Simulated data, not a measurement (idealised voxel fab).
voxel released beams: a process module
We display cut, a cross-section 290 nm in width whose square cells are each 5 nm.
A cross-section is written here as square cells arranged in a grid, and it is given in bands from the top down, each band taking up one or more rows of cells. Top height, bottom height, nm. Materials left to right, width each, nm. Single material + "full width" = fills band edge to edge. "blank" = empty. The reference from which all heights are counted is 0, the level beneath which the as-received wafer is entirely one material; the lowest band, having no lower bound, proceeds downward and is written after the example "z 0 and below". The notation "30..40" denotes a width that varies across the rows of cells in the band, beginning at the first number in the top row, finishing at the second number in the bottom row, and changing by an identical amount from each row to the next. You'll sometimes find "remains unaltered" written for a step, and that's the way of saying that nowhere in the cross-section did a cell change during that step. Look at "Closed-off voids" for the closed voids: empty spaces with no open path to the top, sized 8 cells or up. Each is width x height at distance, distance from the left edge, all nm. It should be noted that, on the line of a given step, the content following the step's settings is a remark produced by the simulator itself with respect to that step. "overlay nm" denotes, for a step that has a mask, the displacement of the mask to the right of its planned place, with negative values corresponding to the left.
### Process steps - plan
1) RECEIVE, material Si
2) CONFORMAL_DEP, material SiN, thk nm 5
3) DIRECTIONAL_DEP, material SiO2, thk nm 10
4) MASKED_ETCH, tone open, mask id ANCHOR, width nm 30, etch materials SiO2, depth nm 10, overlay nm 0
5) CONFORMAL_DEP, material TiN, thk nm 10
6) MASKED_ETCH, tone cover, mask id BEAM, width nm 100, etch materials TiN, depth nm 10, overlay nm 0
7) STRIP, etch materials SiO2
### Cross-section of the wafer upon arrival, representing the state reached after step 1
> z 0 and below: Si full width
> Closed-off voids: none
### Starting wafer: above. Plan: above. Run: one mistake. Cross-section after the module: below
> z 25 to 15: 85 blank, then 20 TiN, then 10 blank, then 80 TiN, then 95 blank
> z 15 to 5: 95 blank, then 30 TiN, then 165 blank
> z 5 to 0: SiN full width
> z 0 and below: Si full width
> Closed-off voids: none
what went wrong: step 6 ran as: MASKED_ETCH, tone cover, mask id BEAM, width nm 110, etch materials TiN, depth nm 10, overlay nm 0
